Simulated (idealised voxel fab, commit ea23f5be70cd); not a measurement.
Module name: voxel ribs on slabs (process module)
It is cross-section cut that appears here, measuring 270 nm in width, its square cells being 5 nm in size.
Throughout this document, each cross-section is represented as a grid of square cells and is presented as a sequence of bands enumerated from the top downward, where a band comprises one or more rows of cells. Each band's line starts with the height of the band's top and of its bottom, in nm. Then come its materials from left to right, each with its width in nm. One material with "everywhere" fills the band from edge to edge. "blank" is empty space. Heights from 0 (as-received wafer is one material below). Bottom band endless downward, as "0 down". It should be noted that a width expressed as "30..40" varies in equal increments from row to row of cells within the band, taking the value of the first number at the top row and that of the second number at the bottom row. It should be understood that the words "nothing was modified", when stated for a given step, signify that the cross-section underwent no change in any of its cells during that step. Each empty space that has no open way to the top and spans at least 8 cells appears under "Closed cavities" as width x height at distance, the distance counted from the left edge, all in nm. after a step's settings: what the simulator itself notes on the step. If you see "overlay nm" on a step's line and that step has a mask, it's telling you how far right of where it was planned the mask ended up; a negative number means it went left instead.

Planned process steps:
1) RECEIVE with material Si
2) DIRECTIONAL_DEP with material SiO2, thk nm 30
3) DIRECTIONAL_DEP with material SiN, thk nm 20
4) MASKED_ETCH with tone cover, mask id RIB, width nm 20, etch materials SiN, depth nm 15, overlay nm 0
5) MASKED_ETCH with tone cover, mask id SLAB, width nm 50, etch materials SiN, depth nm 5, overlay nm 0
6) FILL_DEP with material SiO2, thk nm 20
7) CMP with height nm 65
8) DIRECTIONAL_DEP with material TiN, thk nm 5
9) DIRECTIONAL_DEP with material aC, thk nm 15
10) PATTERN with tone cover, mask id HEATER, material resist, width nm 30, thk nm 35, overlay nm -15
11) DIRECTIONAL_ETCH with etch materials aC, depth nm 15
12) STRIP with etch materials resist
13) DIRECTIONAL_ETCH with etch materials TiN, depth nm 5
14) STRIP with etch materials aC
15) CONFORMAL_DEP with material SiO2, thk nm 5
It is noted that the wafers described herein are identical at the outset and are distinguished by the overlay nm of step 10; the value stated in the plan corresponds to the first wafer.

First wafer as received, after step 1:
* 0 down  Si everywhere
* Closed cavities: none

Below, a row for every wafer. Read it as the end-of-module picture: for each material the wafer shows its cells gained (+) or lost (-) since it was received, and then its closed voids:
overlay nm -15, +22 SiN, +736 SiO2, +6 TiN, Closed cavities: none
overlay nm -10, +22 SiN, +736 SiO2, +6 TiN, Closed cavities: none
overlay nm -5, +22 SiN, +736 SiO2, +6 TiN, Closed cavities: none
overlay nm 0, +22 SiN, +736 SiO2, +6 TiN, Closed cavities: none
overlay nm 5, +22 SiN, +736 SiO2, +6 TiN, Closed cavities: none
overlay nm 10, +22 SiN, +736 SiO2, +6 TiN, Closed cavities: none
overlay nm 15, +22 SiN, +736 SiO2, +6 TiN, Closed cavities: none
